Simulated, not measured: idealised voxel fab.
The following process module bears the name voxel self aligned contacts.
Shown is cross-section cut, with a width of 270 nm and square cells of size 5 nm.
When this document writes out a cross-section, it uses a grid of square cells and lists it as bands, beginning at the top and moving down, with a band standing for one or more rows of cells. Basically the band line says how high the top is and how high the bottom is, in nm, and then what's in it from left to right, every material with its width in nm. Empty space shows up as "air", and if a single material carries "edge to edge" it runs the full band edge to edge. Heights are expressed relative to 0, this being the level below which the as-received wafer comprises one material exclusively. The lowest band is unbounded in the downward direction and is denoted as in "0 down". So if you see something like "30 to 40" for the width, read it as the top row of the band sitting at the first number and the bottom row at the second, with every row in between moving by the same amount as the last. Step marked "nothing got changed"? Then no cell in the cross-section changed in it. Each empty space that has no open way to the top and spans at least 8 cells appears under "Closed void listing" as width x height at distance, the distance counted from the left edge, all in nm. On a step's line, text after the settings is the simulator commenting on that step. For masked steps, "overlay nm" on the step line gives how far right of plan the mask actually lay; a minus sign means it lay to the left. Quick note on how to read the rest: it's all pairs. You get the cross-section before a process step and the one after, but the after one only goes down as far as the lowest band that changed. The step in between, with its settings, sits under the pair. Heads up, the pairs can come from different runs of this module on the same starting wafer, so don't assume a pair picks up from the one above unless its "Incoming structure" entry says it does.
INCOMING STRUCTURE
    0 down = Si edge to edge
    Closed void listing: none
CROSS-SECTION THEREAFTER
    0 to -5 = SiO2 edge to edge
    Everything under -5 stays put, no change at all.
    Closed void listing: none
Applied between the two views above: OXIDIZE with depth nm 5
Incoming structure: it's just the after picture from the pair right above this one.
CROSS-SECTION THEREAFTER
    30 to 0 = polySi edge to edge
    Everything under 0 stays put, no change at all.
    Closed void listing: none
Applied between the two views above: DIRECTIONAL_DEP with material polySi, thk nm 30
Incoming structure: it's just the after picture from the pair right above this one.
CROSS-SECTION THEREAFTER
    45 to 30 = SiN edge to edge
    Everything under 30 stays put, no change at all.
    Closed void listing: none
Applied between the two views above: DIRECTIONAL_DEP with material SiN, thk nm 15
Incoming structure: it's just the after picture from the pair right above this one.
CROSS-SECTION THEREAFTER
    45 to 30 = air=65, SiN=25, air=30, SiN=25, air=30, SiN=25, air=70
    Everything under 30 stays put, no change at all.
    Closed void listing: none
Applied between the two views above: MASKED_ETCH with tone cover, mask id GATE, width nm 25, pitch nm 55, etch materials SiN, depth nm 15, overlay nm 0
Incoming structure: it's just the after picture from the pair right above this one.
CROSS-SECTION THEREAFTER
    45 to 30 = air=65, SiN=25, air=30, SiN=25, air=30, SiN=25, air=70
    30 to 0 = air=65, polySi=25, air=30, polySi=25, air=30, polySi=25, air=70
    Everything under 0 stays put, no change at all.
    Closed void listing: none
Applied between the two views above: MASKED_ETCH with tone cover, mask id GATE, width nm 25, pitch nm 55, etch materials polySi, depth nm 30, overlay nm 0
Incoming structure: it's just the after picture from the pair right above this one.
CROSS-SECTION THEREAFTER
    50 to 30 = air=60, SiN=35, air=20, SiN=35, air=20, SiN=35, air=65
    30 to 5 = air=60, SiN=5, polySi=25, SiN=5, air=20, SiN=5, polySi=25, SiN=5, air=20, SiN=5, polySi=25, SiN=5, air=65
    5 to 0 = SiN=65, polySi=25, SiN=30, polySi=25, SiN=30, polySi=25, SiN=70
    Everything under 0 stays put, no change at all.
    Closed void listing: none
Applied between the two views above: CONFORMAL_DEP with material SiN, thk nm 5
Incoming structure: it's just the after picture from the pair right above this one.
CROSS-SECTION THEREAFTER
    45 to 30 = air=60, SiN=35, air=20, SiN=35, air=20, SiN=35, air=65
    30 to 0 = air=60, SiN=5, polySi=25, SiN=5, air=20, SiN=5, polySi=25, SiN=5, air=20, SiN=5, polySi=25, SiN=5, air=65
    Everything under 0 stays put, no change at all.
    Closed void listing: none
Applied between the two views above: DIRECTIONAL_ETCH with etch materials SiN, depth nm 5
Incoming structure: it's just the after picture from the pair right above this one.
CROSS-SECTION THEREAFTER
    55 to 45 = SiO2 edge to edge
    45 to 30 = SiO2=60, SiN=35, SiO2=20, SiN=35, SiO2=20, SiN=35, SiO2=65
    30 to 0 = SiO2=60, SiN=5, polySi=25, SiN=5, SiO2=20, SiN=5, polySi=25, SiN=5, SiO2=20, SiN=5, polySi=25, SiN=5, SiO2=65
    Everything under 0 stays put, no change at all.
    Closed void listing: none
Applied between the two views above: FILL_DEP with material SiO2, thk nm 10
Incoming structure: it's just the after picture from the pair right above this one.
CROSS-SECTION THEREAFTER
    50 to 45 = SiO2 edge to edge
    Everything under 45 stays put, no change at all.
    Closed void listing: none
Applied between the two views above: CMP with height nm 50
Incoming structure: it's just the after picture from the pair right above this one.
CROSS-SECTION THEREAFTER
    50 to 45 = SiO2=85, air=40, SiO2=15, air=40, SiO2=90
    45 to 30 = SiO2=60, SiN=35, air=20, SiN=35, air=20, SiN=35, SiO2=65
    30 to 0 = SiO2=60, SiN=5, polySi=25, SiN=5, air=20, SiN=5, polySi=25, SiN=5, air=20, SiN=5, polySi=25, SiN=5, SiO2=65
    0 to -5 = SiO2=95, air=20, SiO2=35, air=20, SiO2=100
    Everything under -5 stays put, no change at all.
    Closed void listing: none
Applied between the two views above: MASKED_ETCH with tone open, mask id CONTACT, width nm 40, pitch nm 55, etch materials SiO2, depth nm 55, overlay nm 0
Incoming structure: it's just the after picture from the pair right above this one.
CROSS-SECTION THEREAFTER
    55 to 50 = TiN=90, air=30, TiN=25, air=30, TiN=95
    50 to 45 = SiO2=85, TiN=15, air=10, TiN=15, SiO2=15, TiN=15, air=10, TiN=15, SiO2=90
    45 to 30 = SiO2=60, SiN=35, TiN=5, air=10, TiN=5, SiN=35, TiN=5, air=10, TiN=5, SiN=35, SiO2=65
    30 to 0 = SiO2=60, SiN=5, polySi=25, SiN=5, TiN=5, air=10, TiN=5, SiN=5, polySi=25, SiN=5, TiN=5, air=10, TiN=5, SiN=5, polySi=25, SiN=5, SiO2=65
    0 to -5 = SiO2=95, TiN=20, SiO2=35, TiN=20, SiO2=100
    Everything under -5 stays put, no change at all.
    Closed void listing: none
Applied between the two views above: CONFORMAL_DEP with material TiN, thk nm 5
Incoming structure: it's just the after picture from the pair right above this one.
CROSS-SECTION THEREAFTER
    65 to 55 = Ru edge to edge
    55 to 50 = TiN=90, Ru=30, TiN=25, Ru=30, TiN=95
    50 to 45 = SiO2=85, TiN=15, Ru=10, TiN=15, SiO2=15, TiN=15, Ru=10, TiN=15, SiO2=90
    45 to 30 = SiO2=60, SiN=35, TiN=5, Ru=10, TiN=5, SiN=35, TiN=5, Ru=10, TiN=5, SiN=35, SiO2=65
    30 to 0 = SiO2=60, SiN=5, polySi=25, SiN=5, TiN=5, Ru=10, TiN=5, SiN=5, polySi=25, SiN=5, TiN=5, Ru=10, TiN=5, SiN=5, polySi=25, SiN=5, SiO2=65
    Everything under 0 stays put, no change at all.
    Closed void listing: none
Applied between the two views above: FILL_DEP with material Ru, thk nm 10
Incoming structure: it's just the after picture from the pair right above this one.
CROSS-SECTION THEREAFTER
    50 to 45 = SiO2=85, TiN=15, Ru=10, TiN=15, SiO2=15, TiN=15, Ru=10, TiN=15, SiO2=90
    Everything under 45 stays put, no change at all.
    Closed void listing: none
Applied between the two views above: CMP with height nm 50
Incoming structure: it's just the after picture from the pair right above this one.
CROSS-SECTION THEREAFTER
    55 to 50 = SiCN edge to edge
    Everything under 50 stays put, no change at all.
    Closed void listing: none
Applied between the two views above: CONFORMAL_DEP with material SiCN, thk nm 5
INCOMING STRUCTURE
    65 to 55 = Ru edge to edge
    55 to 50 = TiN=90, Ru=30, TiN=25, Ru=30, TiN=95
    50 to 45 = SiO2=85, TiN=15, Ru=10, TiN=15, SiO2=15, TiN=15, Ru=10, TiN=15, SiO2=90
    45 to 30 = SiO2=60, SiN=35, TiN=5, Ru=10, TiN=5, SiN=35, TiN=5, Ru=10, TiN=5, SiN=35, SiO2=65
    30 to 0 = SiO2=60, SiN=5, polySi=25, SiN=5, TiN=5, Ru=10, TiN=5, SiN=5, polySi=25, SiN=5, TiN=5, Ru=10, TiN=5, SiN=5, polySi=25, SiN=5, SiO2=65
    0 to -5 = SiO2=95, TiN=20, SiO2=35, TiN=20, SiO2=100
    -5 down = Si edge to edge
    Closed void listing: none
CROSS-SECTION THEREAFTER
    70 to 65 = SiCN edge to edge
    Everything under 65 stays put, no change at all.
    Closed void listing: none
Applied between the two views above: CONFORMAL_DEP with material SiCN, thk nm 5
INCOMING STRUCTURE
    45 to 30 = SiN edge to edge
    30 to 0 = polySi edge to edge
    0 to -5 = SiO2 edge to edge
    -5 down = Si edge to edge
    Closed void listing: none
CROSS-SECTION THEREAFTER
    60 to 30 = SiN edge to edge
    Everything under 30 stays put, no change at all.
    Closed void listing: none
Applied between the two views above: DIRECTIONAL_DEP with material SiN, thk nm 15
Incoming structure: it's just the after picture from the pair right above this one.
CROSS-SECTION THEREAFTER
    60 to 45 = air=65, SiN=25, air=30, SiN=25, air=30, SiN=25, air=70
    Everything under 45 stays put, no change at all.
    Closed void listing: none
Applied between the two views above: MASKED_ETCH with tone cover, mask id GATE, width nm 25, pitch nm 55, etch materials SiN, depth nm 15, overlay nm 0
Incoming structure: it's just the after picture from the pair right above this one.
CROSS-SECTION THEREAFTER
    65 to 50 = air=60, SiN=35, air=20, SiN=35, air=20, SiN=35, air=65
    50 to 30 = SiN edge to edge
    Everything under 30 stays put, no change at all.
    Closed void listing: none
Applied between the two views above: CONFORMAL_DEP with material SiN, thk nm 5
Incoming structure: it's just the after picture from the pair right above this one.
CROSS-SECTION THEREAFTER
    60 to 45 = air=60, SiN=35, air=20, SiN=35, air=20, SiN=35, air=65
    Everything under 45 stays put, no change at all.
    Closed void listing: none
Applied between the two views above: DIRECTIONAL_ETCH with etch materials SiN, depth nm 5
Incoming structure: it's just the after picture from the pair right above this one.
CROSS-SECTION THEREAFTER
    70 to 60 = SiO2 edge to edge
    60 to 45 = SiO2=60, SiN=35, SiO2=20, SiN=35, SiO2=20, SiN=35, SiO2=65
    Everything under 45 stays put, no change at all.
    Closed void listing: none
Applied between the two views above: FILL_DEP with material SiO2, thk nm 10
Incoming structure: it's just the after picture from the pair right above this one.
CROSS-SECTION THEREAFTER
    50 to 45 = SiO2=60, SiN=35, SiO2=20, SiN=35, SiO2=20, SiN=35, SiO2=65
    Everything under 45 stays put, no change at all.
    Closed void listing: none
Applied between the two views above: CMP with height nm 50
Incoming structure: it's just the after picture from the pair right above this one.
CROSS-SECTION THEREAFTER
    50 to 45 = SiO2=60, SiN=35, air=20, SiN=35, air=20, SiN=35, SiO2=65
    Everything under 45 stays put, no change at all.
    Closed void listing: none
Applied between the two views above: MASKED_ETCH with tone open, mask id CONTACT, width nm 40, pitch nm 55, etch materials SiO2, depth nm 55, overlay nm 0
Incoming structure: it's just the after picture from the pair right above this one.
CROSS-SECTION THEREAFTER
    55 to 50 = TiN=100, air=10, TiN=45, air=10, TiN=105
    50 to 45 = SiO2=60, SiN=35, TiN=20, SiN=35, TiN=20, SiN=35, SiO2=65
    Everything under 45 stays put, no change at all.
    Closed void listing: none
Applied between the two views above: CONFORMAL_DEP with material TiN, thk nm 5
Incoming structure: it's just the after picture from the pair right above this one.
CROSS-SECTION THEREAFTER
    65 to 55 = Ru edge to edge
    55 to 50 = TiN=100, Ru=10, TiN=45, Ru=10, TiN=105
    Everything under 50 stays put, no change at all.
    Closed void listing: none
Applied between the two views above: FILL_DEP with material Ru, thk nm 10
Incoming structure: it's just the after picture from the pair right above this one.
CROSS-SECTION THEREAFTER
    50 to 45 = SiO2=60, SiN=35, TiN=20, SiN=35, TiN=20, SiN=35, SiO2=65
    Everything under 45 stays put, no change at all.
    Closed void listing: none
Applied between the two views above: CMP with height nm 50
Incoming structure: it's just the after picture from the pair right above this one.
CROSS-SECTION THEREAFTER
    55 to 50 = SiCN edge to edge
    Everything under 50 stays put, no change at all.
    Closed void listing: none
Applied between the two views above: CONFORMAL_DEP with material SiCN, thk nm 5
INCOMING STRUCTURE
    0 down = Si edge to edge
    Closed void listing: none
CROSS-SECTION THEREAFTER
    30 to 0 = polySi edge to edge
    Everything under 0 stays put, no change at all.
    Closed void listing: none
Applied between the two views above: DIRECTIONAL_DEP with material polySi, thk nm 30
Incoming structure: it's just the after picture from the pair right above this one.
CROSS-SECTION THEREAFTER
    30 to 25 = SiO2 edge to edge
    Everything under 25 stays put, no change at all.
    Closed void listing: none
Applied between the two views above: OXIDIZE with depth nm 5
Incoming structure: it's just the after picture from the pair right above this one.
CROSS-SECTION THEREAFTER
    45 to 30 = SiN edge to edge
    Everything under 30 stays put, no change at all.
    Closed void listing: none
Applied between the two views above: DIRECTIONAL_DEP with material SiN, thk nm 15
Incoming structure: it's just the after picture from the pair right above this one.
CROSS-SECTION THEREAFTER
    45 to 30 = air=65, SiN=25, air=30, SiN=25, air=30, SiN=25, air=70
    Everything under 30 stays put, no change at all.
    Closed void listing: none
Applied between the two views above: MASKED_ETCH with tone cover, mask id GATE, width nm 25, pitch nm 55, etch materials SiN, depth nm 15, overlay nm 0
Incoming structure: it's just the after picture from the pair right above this one.
CROSS-SECTION THEREAFTER
    50 to 35 = air=60, SiN=35, air=20, SiN=35, air=20, SiN=35, air=65
    35 to 30 = SiN edge to edge
    Everything under 30 stays put, no change at all.
    Closed void listing: none
Applied between the two views above: CONFORMAL_DEP with material SiN, thk nm 5
Incoming structure: it's just the after picture from the pair right above this one.
CROSS-SECTION THEREAFTER
    45 to 30 = air=60, SiN=35, air=20, SiN=35, air=20, SiN=35, air=65
    Everything under 30 stays put, no change at all.
    Closed void listing: none
Applied between the two views above: DIRECTIONAL_ETCH with etch materials SiN, depth nm 5
Incoming structure: it's just the after picture from the pair right above this one.
CROSS-SECTION THEREAFTER
    55 to 45 = SiO2 edge to edge
    45 to 30 = SiO2=60, SiN=35, SiO2=20, SiN=35, SiO2=20, SiN=35, SiO2=65
    Everything under 30 stays put, no change at all.
    Closed void listing: none
Applied between the two views above: FILL_DEP with material SiO2, thk nm 10
Incoming structure: it's just the after picture from the pair right above this one.
CROSS-SECTION THEREAFTER
    50 to 45 = SiO2 edge to edge
    Everything under 45 stays put, no change at all.
    Closed void listing: none
Applied between the two views above: CMP with height nm 50
Incoming structure: it's just the after picture from the pair right above this one.
CROSS-SECTION THEREAFTER
    50 to 45 = SiO2=85, air=40, SiO2=15, air=40, SiO2=90
    45 to 30 = SiO2=60, SiN=35, air=20, SiN=35, air=20, SiN=35, SiO2=65
    30 to 25 = SiO2=95, air=20, SiO2=35, air=20, SiO2=100
    Everything under 25 stays put, no change at all.
    Closed void listing: none
Applied between the two views above: MASKED_ETCH with tone open, mask id CONTACT, width nm 40, pitch nm 55, etch materials SiO2, depth nm 55, overlay nm 0
Incoming structure: it's just the after picture from the pair right above this one.
CROSS-SECTION THEREAFTER
    55 to 50 = TiN=90, air=30, TiN=25, air=30, TiN=95
    50 to 45 = SiO2=85, TiN=15, air=10, TiN=15, SiO2=15, TiN=15, air=10, TiN=15, SiO2=90
    45 to 30 = SiO2=60, SiN=35, TiN=5, air=10, TiN=5, SiN=35, TiN=5, air=10, TiN=5, SiN=35, SiO2=65
    30 to 25 = SiO2=95, TiN=20, SiO2=35, TiN=20, SiO2=100
    Everything under 25 stays put, no change at all.
    Closed void listing: none
Applied between the two views above: CONFORMAL_DEP with material TiN, thk nm 5
Incoming structure: it's just the after picture from the pair right above this one.
CROSS-SECTION THEREAFTER
    65 to 55 = Ru edge to edge
    55 to 50 = TiN=90, Ru=30, TiN=25, Ru=30, TiN=95
    50 to 45 = SiO2=85, TiN=15, Ru=10, TiN=15, SiO2=15, TiN=15, Ru=10, TiN=15, SiO2=90
    45 to 30 = SiO2=60, SiN=35, TiN=5, Ru=10, TiN=5, SiN=35, TiN=5, Ru=10, TiN=5, SiN=35, SiO2=65
    Everything under 30 stays put, no change at all.
    Closed void listing: none
Applied between the two views above: FILL_DEP with material Ru, thk nm 10
Incoming structure: it's just the after picture from the pair right above this one.
CROSS-SECTION THEREAFTER
    50 to 45 = SiO2=85, TiN=15, Ru=10, TiN=15, SiO2=15, TiN=15, Ru=10, TiN=15, SiO2=90
    Everything under 45 stays put, no change at all.
    Closed void listing: none
Applied between the two views above: CMP with height nm 50
Incoming structure: it's just the after picture from the pair right above this one.
CROSS-SECTION THEREAFTER
    55 to 50 = SiCN edge to edge
    Everything under 50 stays put, no change at all.
    Closed void listing: none
Applied between the two views above: CONFORMAL_DEP with material SiCN, thk nm 5
INCOMING STRUCTURE
    30 to 0 = polySi edge to edge
    0 to -5 = SiO2 edge to edge
    -5 down = Si edge to edge
    Closed void listing: none
CROSS-SECTION THEREAFTER
    50 to 30 = SiN edge to edge
    Everything under 30 stays put, no change at all.
    Closed void listing: none
Applied between the two views above: DIRECTIONAL_DEP with material SiN, thk nm 20
Incoming structure: it's just the after picture from the pair right above this one.
CROSS-SECTION THEREAFTER
    50 to 35 = air=65, SiN=25, air=30, SiN=25, air=30, SiN=25, air=70
    Everything under 35 stays put, no change at all.
    Closed void listing: none
Applied between the two views above: MASKED_ETCH with tone cover, mask id GATE, width nm 25, pitch nm 55, etch materials SiN, depth nm 15, overlay nm 0
Incoming structure: it's just the after picture from the pair right above this one.
CROSS-SECTION THEREAFTER
    55 to 40 = air=60, SiN=35, air=20, SiN=35, air=20, SiN=35, air=65
    40 to 30 = SiN edge to edge
    Everything under 30 stays put, no change at all.
    Closed void listing: none
Applied between the two views above: CONFORMAL_DEP with material SiN, thk nm 5
Incoming structure: it's just the after picture from the pair right above this one.
CROSS-SECTION THEREAFTER
    50 to 35 = air=60, SiN=35, air=20, SiN=35, air=20, SiN=35, air=65
    Everything under 35 stays put, no change at all.
    Closed void listing: none
Applied between the two views above: DIRECTIONAL_ETCH with etch materials SiN, depth nm 5
Incoming structure: it's just the after picture from the pair right above this one.
CROSS-SECTION THEREAFTER
    60 to 50 = SiO2 edge to edge
    50 to 35 = SiO2=60, SiN=35, SiO2=20, SiN=35, SiO2=20, SiN=35, SiO2=65
    Everything under 35 stays put, no change at all.
    Closed void listing: none
Applied between the two views above: FILL_DEP with material SiO2, thk nm 10
Incoming structure: it's just the after picture from the pair right above this one.
CROSS-SECTION THEREAFTER
    50 to 35 = SiO2=60, SiN=35, SiO2=20, SiN=35, SiO2=20, SiN=35, SiO2=65
    Everything under 35 stays put, no change at all.
    Closed void listing: none
Applied between the two views above: CMP with height nm 50
Incoming structure: it's just the after picture from the pair right above this one.
CROSS-SECTION THEREAFTER
    50 to 35 = SiO2=60, SiN=35, air=20, SiN=35, air=20, SiN=35, SiO2=65
    Everything under 35 stays put, no change at all.
    Closed void listing: none
Applied between the two views above: MASKED_ETCH with tone open, mask id CONTACT, width nm 40, pitch nm 55, etch materials SiO2, depth nm 55, overlay nm 0
Incoming structure: it's just the after picture from the pair right above this one.
CROSS-SECTION THEREAFTER
    55 to 50 = TiN=100, air=10, TiN=45, air=10, TiN=105
    50 to 40 = SiO2=60, SiN=35, TiN=5, air=10, TiN=5, SiN=35, TiN=5, air=10, TiN=5, SiN=35, SiO2=65
    40 to 35 = SiO2=60, SiN=35, TiN=20, SiN=35, TiN=20, SiN=35, SiO2=65
    Everything under 35 stays put, no change at all.
    Closed void listing: none
Applied between the two views above: CONFORMAL_DEP with material TiN, thk nm 5
Incoming structure: it's just the after picture from the pair right above this one.
CROSS-SECTION THEREAFTER
    65 to 55 = Ru edge to edge
    55 to 50 = TiN=100, Ru=10, TiN=45, Ru=10, TiN=105
    50 to 40 = SiO2=60, SiN=35, TiN=5, Ru=10, TiN=5, SiN=35, TiN=5, Ru=10, TiN=5, SiN=35, SiO2=65
    Everything under 40 stays put, no change at all.
    Closed void listing: none
Applied between the two views above: FILL_DEP with material Ru, thk nm 10
Incoming structure: it's just the after picture from the pair right above this one.
CROSS-SECTION THEREAFTER
    50 to 40 = SiO2=60, SiN=35, TiN=5, Ru=10, TiN=5, SiN=35, TiN=5, Ru=10, TiN=5, SiN=35, SiO2=65
    Everything under 40 stays put, no change at all.
    Closed void listing: none
Applied between the two views above: CMP with height nm 50
Incoming structure: it's just the after picture from the pair right above this one.
CROSS-SECTION THEREAFTER
    55 to 50 = SiCN edge to edge
    Everything under 50 stays put, no change at all.
    Closed void listing: none
Applied between the two views above: CONFORMAL_DEP with material SiCN, thk nm 5
INCOMING STRUCTURE
    45 to 30 = SiN edge to edge
    30 to 0 = polySi edge to edge
    0 to -5 = SiO2 edge to edge
    -5 down = Si edge to edge
    Closed void listing: none
CROSS-SECTION THEREAFTER
    45 to 30 = air=60, SiN=35, air=20, SiN=35, air=20, SiN=35, air=65
    Everything under 30 stays put, no change at all.
    Closed void listing: none
Applied between the two views above: MASKED_ETCH with tone cover, mask id GATE, width nm 35, pitch nm 55, etch materials SiN, depth nm 15, overlay nm 0
Incoming structure: it's just the after picture from the pair right above this one.
CROSS-SECTION THEREAFTER
    45 to 30 = air=60, SiN=35, air=20, SiN=35, air=20, SiN=35, air=65
    30 to 0 = air=60, polySi=35, air=20, polySi=35, air=20, polySi=35, air=65
    Everything under 0 stays put, no change at all.
    Closed void listing: none
Applied between the two views above: MASKED_ETCH with tone cover, mask id GATE, width nm 25, pitch nm 55, etch materials polySi, depth nm 30, overlay nm 0
Incoming structure: it's just the after picture from the pair right above this one.
CROSS-SECTION THEREAFTER
    50 to 30 = air=55, SiN=45, air=10, SiN=45, air=10, SiN=45, air=60
    30 to 5 = air=55, SiN=5, polySi=35, SiN=5, air=10, SiN=5, polySi=35, SiN=5, air=10, SiN=5, polySi=35, SiN=5, air=60
    5 to 0 = SiN=60, polySi=35, SiN=20, polySi=35, SiN=20, polySi=35, SiN=65
    Everything under 0 stays put, no change at all.
    Closed void listing: none
Applied between the two views above: CONFORMAL_DEP with material SiN, thk nm 5
Incoming structure: it's just the after picture from the pair right above this one.
CROSS-SECTION THEREAFTER
    45 to 30 = air=55, SiN=45, air=10, SiN=45, air=10, SiN=45, air=60
    30 to 0 = air=55, SiN=5, polySi=35, SiN=5, air=10, SiN=5, polySi=35, SiN=5, air=10, SiN=5, polySi=35, SiN=5, air=60
    Everything under 0 stays put, no change at all.
    Closed void listing: none
Applied between the two views above: DIRECTIONAL_ETCH with etch materials SiN, depth nm 5
Incoming structure: it's just the after picture from the pair right above this one.
CROSS-SECTION THEREAFTER
    55 to 45 = SiO2 edge to edge
    45 to 30 = SiO2=55, SiN=45, SiO2=10, SiN=45, SiO2=10, SiN=45, SiO2=60
    30 to 0 = SiO2=55, SiN=5, polySi=35, SiN=5, SiO2=10, SiN=5, polySi=35, SiN=5, SiO2=10, SiN=5, polySi=35, SiN=5, SiO2=60
    Everything under 0 stays put, no change at all.
    Closed void listing: none
Applied between the two views above: FILL_DEP with material SiO2, thk nm 10
Incoming structure: it's just the after picture from the pair right above this one.
CROSS-SECTION THEREAFTER
    50 to 45 = SiO2 edge to edge
    Everything under 45 stays put, no change at all.
    Closed void listing: none
Applied between the two views above: CMP with height nm 50
Incoming structure: it's just the after picture from the pair right above this one.
CROSS-SECTION THEREAFTER
    50 to 45 = SiO2=85, air=40, SiO2=15, air=40, SiO2=90
    45 to 30 = SiO2=55, SiN=45, air=10, SiN=45, air=10, SiN=45, SiO2=60
    30 to 0 = SiO2=55, SiN=5, polySi=35, SiN=5, air=10, SiN=5, polySi=35, SiN=5, air=10, SiN=5, polySi=35, SiN=5, SiO2=60
    0 to -5 = SiO2=100, air=10, SiO2=45, air=10, SiO2=105
    Everything under -5 stays put, no change at all.
    Closed void listing: none
Applied between the two views above: MASKED_ETCH with tone open, mask id CONTACT, width nm 40, pitch nm 55, etch materials SiO2, depth nm 55, overlay nm 0
Incoming structure: it's just the after picture from the pair right above this one.
CROSS-SECTION THEREAFTER
    55 to 50 = TiN=90, air=30, TiN=25, air=30, TiN=95
    50 to 45 = SiO2=85, TiN=40, SiO2=15, TiN=40, SiO2=90
    45 to 30 = SiO2=55, SiN=45, TiN=10, SiN=45, TiN=10, SiN=45, SiO2=60
    30 to 0 = SiO2=55, SiN=5, polySi=35, SiN=5, TiN=10, SiN=5, polySi=35, SiN=5, TiN=10, SiN=5, polySi=35, SiN=5, SiO2=60
    0 to -5 = SiO2=100, TiN=10, SiO2=45, TiN=10, SiO2=105
    Everything under -5 stays put, no change at all.
    Closed void listing: none
Applied between the two views above: CONFORMAL_DEP with material TiN, thk nm 5
Incoming structure: it's just the after picture from the pair right above this one.
CROSS-SECTION THEREAFTER
    65 to 55 = Ru edge to edge
    55 to 50 = TiN=90, Ru=30, TiN=25, Ru=30, TiN=95
    Everything under 50 stays put, no change at all.
    Closed void listing: none
Applied between the two views above: FILL_DEP with material Ru, thk nm 10
Incoming structure: it's just the after picture from the pair right above this one.
CROSS-SECTION THEREAFTER
    50 to 45 = SiO2=85, TiN=40, SiO2=15, TiN=40, SiO2=90
    Everything under 45 stays put, no change at all.
    Closed void listing: none
Applied between the two views above: CMP with height nm 50
Incoming structure: it's just the after picture from the pair right above this one.
CROSS-SECTION THEREAFTER
    55 to 50 = SiCN edge to edge
    Everything under 50 stays put, no change at all.
    Closed void listing: none
Applied between the two views above: CONFORMAL_DEP with material SiCN, thk nm 5
INCOMING STRUCTURE
    50 to 45 = SiO2 edge to edge
    45 to 30 = SiO2=60, SiN=35, SiO2=20, SiN=35, SiO2=20, SiN=35, SiO2=65
    30 to 0 = SiO2=60, SiN=5, polySi=25, SiN=5, SiO2=20, SiN=5, polySi=25, SiN=5, SiO2=20, SiN=5, polySi=25, SiN=5, SiO2=65
    0 to -5 = SiO2 edge to edge
    -5 down = Si edge to edge
    Closed void listing: none
CROSS-SECTION THEREAFTER
    50 to 45 = SiO2=95, air=40, SiO2=15, air=40, SiO2=80
    45 to 30 = SiO2=60, SiN=35, air=20, SiN=35, air=20, SiN=35, SiO2=65
    30 to 0 = SiO2=60, SiN=5, polySi=25, SiN=5, air=20, SiN=5, polySi=25, SiN=5, air=20, SiN=5, polySi=25, SiN=5, SiO2=65
    0 to -5 = SiO2=95, air=20, SiO2=35, air=20, SiO2=100
    Everything under -5 stays put, no change at all.
    Closed void listing: none
Applied between the two views above: MASKED_ETCH with tone open, mask id CONTACT, width nm 40, pitch nm 55, etch materials SiO2, depth nm 55, overlay nm 10
Incoming structure: it's just the after picture from the pair right above this one.
CROSS-SECTION THEREAFTER
    55 to 50 = TiN=100, air=30, TiN=25, air=30, TiN=85
    50 to 45 = SiO2=95, TiN=5, air=10, TiN=25, SiO2=15, TiN=5, air=10, TiN=25, SiO2=80
    45 to 30 = SiO2=60, SiN=35, TiN=5, air=10, TiN=5, SiN=35, TiN=5, air=10, TiN=5, SiN=35, SiO2=65
    30 to 0 = SiO2=60, SiN=5, polySi=25, SiN=5, TiN=5, air=10, TiN=5, SiN=5, polySi=25, SiN=5, TiN=5, air=10, TiN=5, SiN=5, polySi=25, SiN=5, SiO2=65
    0 to -5 = SiO2=95, TiN=20, SiO2=35, TiN=20, SiO2=100
    Everything under -5 stays put, no change at all.
    Closed void listing: none
Applied between the two views above: CONFORMAL_DEP with material TiN, thk nm 5
Incoming structure: it's just the after picture from the pair right above this one.
CROSS-SECTION THEREAFTER
    65 to 55 = Ru edge to edge
    55 to 50 = TiN=100, Ru=30, TiN=25, Ru=30, TiN=85
    50 to 45 = SiO2=95, TiN=5, Ru=10, TiN=25, SiO2=15, TiN=5, Ru=10, TiN=25, SiO2=80
    45 to 30 = SiO2=60, SiN=35, TiN=5, Ru=10, TiN=5, SiN=35, TiN=5, Ru=10, TiN=5, SiN=35, SiO2=65
    30 to 0 = SiO2=60, SiN=5, polySi=25, SiN=5, TiN=5, Ru=10, TiN=5, SiN=5, polySi=25, SiN=5, TiN=5, Ru=10, TiN=5, SiN=5, polySi=25, SiN=5, SiO2=65
    Everything under 0 stays put, no change at all.
    Closed void listing: none
Applied between the two views above: FILL_DEP with material Ru, thk nm 10
Incoming structure: it's just the after picture from the pair right above this one.
CROSS-SECTION THEREAFTER
    50 to 45 = SiO2=95, TiN=5, Ru=10, TiN=25, SiO2=15, TiN=5, Ru=10, TiN=25, SiO2=80
    Everything under 45 stays put, no change at all.
    Closed void listing: none
Applied between the two views above: CMP with height nm 50
Incoming structure: it's just the after picture from the pair right above this one.
CROSS-SECTION THEREAFTER
    55 to 50 = SiCN edge to edge
    Everything under 50 stays put, no change at all.
    Closed void listing: none
Applied between the two views above: CONFORMAL_DEP with material SiCN, thk nm 5
INCOMING STRUCTURE
    0 to -5 = SiO2 edge to edge
    -5 down = Si edge to edge
    Closed void listing: none
CROSS-SECTION THEREAFTER
    30 to 0 = Ru edge to edge
    Everything under 0 stays put, no change at all.
    Closed void listing: none
Applied between the two views above: DIRECTIONAL_DEP with material Ru, thk nm 30
Incoming structure: it's just the after picture from the pair right above this one.
CROSS-SECTION THEREAFTER
    45 to 30 = SiN edge to edge
    Everything under 30 stays put, no change at all.
    Closed void listing: none
Applied between the two views above: DIRECTIONAL_DEP with material SiN, thk nm 15
Incoming structure: it's just the after picture from the pair right above this one.
CROSS-SECTION THEREAFTER
    45 to 30 = air=65, SiN=25, air=30, SiN=25, air=30, SiN=25, air=70
    Everything under 30 stays put, no change at all.
    Closed void listing: none
Applied between the two views above: MASKED_ETCH with tone cover, mask id GATE, width nm 25, pitch nm 55, etch materials SiN, depth nm 15, overlay nm 0
Incoming structure: it's just the after picture from the pair right above this one.
CROSS-SECTION THEREAFTER
    50 to 35 = air=60, SiN=35, air=20, SiN=35, air=20, SiN=35, air=65
    35 to 30 = SiN edge to edge
    Everything under 30 stays put, no change at all.
    Closed void listing: none
Applied between the two views above: CONFORMAL_DEP with material SiN, thk nm 5
Incoming structure: it's just the after picture from the pair right above this one.
CROSS-SECTION THEREAFTER
    45 to 30 = air=60, SiN=35, air=20, SiN=35, air=20, SiN=35, air=65
    Everything under 30 stays put, no change at all.
    Closed void listing: none
Applied between the two views above: DIRECTIONAL_ETCH with etch materials SiN, depth nm 5
Incoming structure: it's just the after picture from the pair right above this one.
CROSS-SECTION THEREAFTER
    55 to 45 = SiO2 edge to edge
    45 to 30 = SiO2=60, SiN=35, SiO2=20, SiN=35, SiO2=20, SiN=35, SiO2=65
    Everything under 30 stays put, no change at all.
    Closed void listing: none
Applied between the two views above: FILL_DEP with material SiO2, thk nm 10
Incoming structure: it's just the after picture from the pair right above this one.
CROSS-SECTION THEREAFTER
    50 to 45 = SiO2 edge to edge
    Everything under 45 stays put, no change at all.
    Closed void listing: none
Applied between the two views above: CMP with height nm 50
